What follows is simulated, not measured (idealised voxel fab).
Presented below is a process module, voxel fin reveal.
We display cut, a cross-section 250 nm in width whose square cells are each 5 nm.
A cross-section is a grid of square cells, given in bands from the top down. A band is one or more rows of cells.
Quick guide to a band line: top height, bottom height (nm) up front; then every material left to right with its width in nm. Only one material and it's marked "throughout"? Then it fills the band edge to edge. And "empty" just means empty space.
For the purposes of this specification, 0 denotes the height below which the wafer in its as-received condition is composed wholly of one material, and the lowermost band, lacking a lower limit, extends downward without end, as expressed in "0 nm and below".
The two numbers in a width such as "30->40" mark its ends across the band: the first belongs to the top row of cells, the second to the bottom row, and from each row to the next the width moves by the same amount.
Any step labelled "nothing got changed" changed none of the cells in the cross-section.
Empty spaces without an open route to the top, at least 8 cells in extent, make up the entry "Tabulated closed voids"; each is given as width x height at distance, where the distance is measured from the left edge, and all are in nm.
Anything after a step's settings on that line? It's the simulator's own note about the step.
If you see "overlay nm" on a step's line and that step has a mask, it's telling you how far right of where it was planned the mask ended up; a negative number means it went left instead.
**Planned step list for the process**
1 RECEIVE [material Si]
2 CONFORMAL_DEP [material SiN] [thk nm 5]
3 DIRECTIONAL_DEP [material aC] [thk nm 15]
4 PATTERN [tone cover] [mask id FINS] [material resist] [width nm 15] [pitch nm 35] [thk nm 30] [overlay nm 0]
5 DIRECTIONAL_ETCH [etch materials aC] [depth nm 15]
6 STRIP [etch materials resist]
7 DIRECTIONAL_ETCH [etch materials SiN] [depth nm 5]
8 DIRECTIONAL_ETCH [etch materials Si] [depth nm 35]
9 STRIP [etch materials aC]
10 OXIDIZE [depth nm 5]
11 FILL_DEP [material SiO2] [thk nm 5]
12 CMP [height nm 5]
13 SELECTIVE_ETCH [etch materials SiO2] [depth nm 20]
14 STRIP [etch materials SiN]
15 CONFORMAL_DEP [material SiO2] [thk nm 5]
**Shown in cross-section is the wafer as received, that is, as it stands after step 1**
0 nm and below: Si throughout
Tabulated closed voids: none
**End-of-module XS, first of two wafers, run as planned**
5 nm to 0 nm: 100 empty | 15 SiO2 | 20 empty | 15 SiO2 | 100 empty
0 nm to -10 nm: 100 empty | 5 SiO2 | 5 Si | 5 SiO2 | 20 empty | 5 SiO2 | 5 Si | 5 SiO2 | 100 empty
-10 nm to -40 nm: 105 SiO2 | 5 Si | 30 SiO2 | 5 Si | 105 SiO2
-40 nm and below: Si throughout
Tabulated closed voids: none
**Here is the second of the two wafers cut open at the end of the module - same start, same plan as the first one, but we made one mistake running it**
5 nm to 0 nm: 100 empty | 15 SiO2 | 20 empty | 15 SiO2 | 100 empty
0 nm to -10 nm: 100 empty | 5 SiO2 | 5 Si | 5 SiO2 | 20 empty | 5 SiO2 | 5 Si | 5 SiO2 | 100 empty
-10 nm to -75 nm: 105 SiO2 | 5 Si | 30 SiO2 | 5 Si | 105 SiO2
-75 nm and below: Si throughout
Tabulated closed voids: none
Misprocessing identified: the plan's step 8 ran twice
Cell-count delta at end, second wafer over first, by material: 336 fewer of Si, 336 more of SiO2
